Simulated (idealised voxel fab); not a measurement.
process module | voxel plated lines
cross-section cut | 140 nm wide | cells 5 nm
A cross-section is a grid of square cells, given in bands from the top down. A band is one or more rows of cells.
Each band's line starts with the height of the band's top and of its bottom, in nm. Then come its materials from left to right, each with its width in nm. One material with "throughout" fills the band from edge to edge. "air" is empty space.
Height 0 is the level under which the wafer as received is all one material. The lowest band goes on downwards, as in "0 down".
A width such as "30 to 40" changes by the same amount from each row of cells to the next, from the band's top row to its bottom row.
"no change" after a step means that no cell of the cross-section changed.
closed voids: empty space of 8 cells or more with no open way to the top, each as width x height at its distance from the left edge, in nm
after a step's settings: what the simulator itself notes on the step
overlay nm, on a step with a mask: how far to the right of its planned place the mask lay; to the left if negative
plan
1 op RECEIVE | material Si
2 op CONFORMAL_DEP | material Al2O3 | thk nm 5
3 op DIRECTIONAL_DEP | material TiN | thk nm 5
4 op PATTERN | tone open | mask id LINES | material resist | width nm 20 | pitch nm 35 | thk nm 15 | overlay nm 0
5 op EPI | material Ru | thk nm 5
6 op STRIP | etch materials resist
7 op DIRECTIONAL_ETCH | etch materials TiN | depth nm 5
8 op CONFORMAL_DEP | material SiCN | thk nm 10
as received, after step 1
  0 down: Si throughout
  closed voids: none
first wafer at the end, as planned
  25 to 15: air 15 | SiCN 110 | air 15
  15 to 10: SiCN 25 | Ru 20 | SiCN 15 | Ru 20 | SiCN 15 | Ru 20 | SiCN 25
  10 to 5: SiCN 25 | TiN 20 | SiCN 15 | TiN 20 | SiCN 15 | TiN 20 | SiCN 25
  5 to 0: Al2O3 throughout
  0 down: Si throughout
  closed voids: none
second wafer at the end: like start, like plan, one mistake
  20 to 10: SiCN throughout
  10 to 5: Al2O3 throughout
  5 to 0: TiN throughout
  0 down: Si throughout
  closed voids: none
what went wrong: steps 2 and 3 were swapped
at the end the second wafer has, in cells: 12 fewer of Ru | 20 fewer of SiCN | 16 more of TiN
